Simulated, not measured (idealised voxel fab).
process module | voxel double patterning
cross-section cut | 180 nm wide | cells 5 nm
A cross-section is a grid of square cells, given in bands from the top down. A band is one or more rows of cells.
Each band's line starts with the height of the band's top and of its bottom, in nm. Then come its materials from left to right, each with its width in nm. One material with "throughout" fills the band from edge to edge. "air" is empty space.
Height 0 is the level under which the wafer as received is all one material. The lowest band goes on downwards, as in "0 down".
A width such as "30 to 40" changes by the same amount from each row of cells to the next, from the band's top row to its bottom row.
"no change" after a step means that no cell of the cross-section changed.
closed voids: empty space of 8 cells or more with no open way to the top, each as width x height at its distance from the left edge, in nm
after a step's settings: what the simulator itself notes on the step
overlay nm, on a step with a mask: how far to the right of its planned place the mask lay; to the left if negative
plan
1 op RECEIVE | material Si
2 op CONFORMAL_DEP | material SiO2 | thk nm 10
3 op DIRECTIONAL_DEP | material W | thk nm 20
4 op DIRECTIONAL_DEP | material SiN | thk nm 5
5 op PATTERN | tone open | mask id FIRST | material resist | width nm 15 | pitch nm 50 | thk nm 15 | overlay nm 0
6 op DIRECTIONAL_ETCH | etch materials SiN | depth nm 5
7 op STRIP | etch materials resist
8 op DIRECTIONAL_DEP | material aC | thk nm 15
9 op PATTERN | tone open | mask id SECOND | material resist | width nm 15 | pitch nm 50 | thk nm 30 | overlay nm 0
10 op DIRECTIONAL_ETCH | etch materials aC | depth nm 15
11 op STRIP | etch materials resist
12 op DIRECTIONAL_ETCH | etch materials SiN | depth nm 5
13 op STRIP | etch materials aC
14 op DIRECTIONAL_ETCH | etch materials W | depth nm 20
15 op STRIP | etch materials SiN
first wafer, as planned
as received, after step 1
  0 down: Si throughout
  closed voids: none
after step 2
  10 to 0: SiO2 throughout
  below 0: unchanged
after step 3
  30 to 10: W throughout
  below 10: unchanged
after step 4
  35 to 30: SiN throughout
  below 30: unchanged
after step 5
  50 to 35: resist 30 | air 15 | resist 35 | air 15 | resist 35 | air 15 | resist 35
  below 35: unchanged
after step 6
  50 to 35: resist 30 | air 15 | resist 35 | air 15 | resist 35 | air 15 | resist 35
  35 to 30: SiN 30 | air 15 | SiN 35 | air 15 | SiN 35 | air 15 | SiN 35
  below 30: unchanged
after step 7
  35 to 30: SiN 30 | air 15 | SiN 35 | air 15 | SiN 35 | air 15 | SiN 35
  below 30: unchanged
after step 8
  50 to 45: aC 30 | air 15 | aC 35 | air 15 | aC 35 | air 15 | aC 35
  45 to 35: aC throughout
  35 to 30: SiN 30 | aC 15 | SiN 35 | aC 15 | SiN 35 | aC 15 | SiN 35
  below 30: unchanged
after step 9
  80 to 50: resist 55 | air 15 | resist 35 | air 15 | resist 60
  50 to 45: aC 30 | resist 15 | aC 35 | resist 15 | aC 35 | resist 15 | aC 35
  below 45: unchanged
after step 10
  65 to 50: resist 55 | air 15 | resist 35 | air 15 | resist 60
  50 to 45: aC 30 | resist 15 | aC 10 | air 15 | aC 10 | resist 15 | aC 10 | air 15 | aC 10 | resist 15 | aC 35
  45 to 35: aC 55 | air 15 | aC 35 | air 15 | aC 60
  below 35: unchanged
after step 11
  50 to 45: aC 30 | air 15 | aC 10 | air 15 | aC 10 | air 15 | aC 10 | air 15 | aC 10 | air 15 | aC 35
  below 45: unchanged
after step 12
  50 to 45: aC 30 | air 15 | aC 10 | air 15 | aC 10 | air 15 | aC 10 | air 15 | aC 10 | air 15 | aC 35
  45 to 35: aC 55 | air 15 | aC 35 | air 15 | aC 60
  35 to 30: SiN 30 | aC 15 | SiN 10 | air 15 | SiN 10 | aC 15 | SiN 10 | air 15 | SiN 10 | aC 15 | SiN 35
  below 30: unchanged
after step 13
  35 to 30: SiN 30 | air 15 | SiN 10 | air 15 | SiN 10 | air 15 | SiN 10 | air 15 | SiN 10 | air 15 | SiN 35
  below 30: unchanged
after step 14
  35 to 30: SiN 30 | air 15 | SiN 10 | air 15 | SiN 10 | air 15 | SiN 10 | air 15 | SiN 10 | air 15 | SiN 35
  30 to 10: W 30 | air 15 | W 10 | air 15 | W 10 | air 15 | W 10 | air 15 | W 10 | air 15 | W 35
  below 10: unchanged
after step 15
  30 to 10: W 30 | air 15 | W 10 | air 15 | W 10 | air 15 | W 10 | air 15 | W 10 | air 15 | W 35
  below 10: unchanged
second wafer: like start, like plan, one mistake. Through step 4 it matches the first wafer
when step 5 should have ended
  50 to 35: resist 30 | air 20 | resist 30 | air 20 | resist 30 | air 20 | resist 30
  below 35: unchanged
when step 6 should have ended
  50 to 35: resist 30 | air 20 | resist 30 | air 20 | resist 30 | air 20 | resist 30
  35 to 30: SiN 30 | air 20 | SiN 30 | air 20 | SiN 30 | air 20 | SiN 30
  below 30: unchanged
when step 7 should have ended
  35 to 30: SiN 30 | air 20 | SiN 30 | air 20 | SiN 30 | air 20 | SiN 30
  below 30: unchanged
when step 8 should have ended
  50 to 45: aC 30 | air 20 | aC 30 | air 20 | aC 30 | air 20 | aC 30
  45 to 35: aC throughout
  35 to 30: SiN 30 | aC 20 | SiN 30 | aC 20 | SiN 30 | aC 20 | SiN 30
  below 30: unchanged
when step 9 should have ended
  80 to 50: resist 55 | air 15 | resist 35 | air 15 | resist 60
  50 to 45: aC 30 | resist 20 | aC 30 | resist 20 | aC 30 | resist 20 | aC 30
  below 45: unchanged
when step 10 should have ended
  65 to 50: resist 55 | air 15 | resist 35 | air 15 | resist 60
  50 to 45: aC 30 | resist 20 | aC 5 | air 15 | aC 10 | resist 20 | aC 5 | air 15 | aC 10 | resist 20 | aC 30
  45 to 35: aC 55 | air 15 | aC 35 | air 15 | aC 60
  below 35: unchanged
when step 11 should have ended
  50 to 45: aC 30 | air 20 | aC 5 | air 15 | aC 10 | air 20 | aC 5 | air 15 | aC 10 | air 20 | aC 30
  below 45: unchanged
when step 12 should have ended
  50 to 45: aC 30 | air 20 | aC 5 | air 15 | aC 10 | air 20 | aC 5 | air 15 | aC 10 | air 20 | aC 30
  45 to 35: aC 55 | air 15 | aC 35 | air 15 | aC 60
  35 to 30: SiN 30 | aC 20 | SiN 5 | air 15 | SiN 10 | aC 20 | SiN 5 | air 15 | SiN 10 | aC 20 | SiN 30
  below 30: unchanged
when step 13 should have ended
  35 to 30: SiN 30 | air 20 | SiN 5 | air 15 | SiN 10 | air 20 | SiN 5 | air 15 | SiN 10 | air 20 | SiN 30
  below 30: unchanged
when step 14 should have ended
  35 to 30: SiN 30 | air 20 | SiN 5 | air 15 | SiN 10 | air 20 | SiN 5 | air 15 | SiN 10 | air 20 | SiN 30
  30 to 10: W 30 | air 20 | W 5 | air 15 | W 10 | air 20 | W 5 | air 15 | W 10 | air 20 | W 30
  below 10: unchanged
when step 15 should have ended
  30 to 10: W 30 | air 20 | W 5 | air 15 | W 10 | air 20 | W 5 | air 15 | W 10 | air 20 | W 30
  below 10: unchanged
what went wrong: step 5 ran as: op PATTERN | tone open | mask id FIRST | material resist | width nm 20 | pitch nm 50 | thk nm 15 | overlay nm 0
at the end the second wafer has, in cells: 12 fewer of W
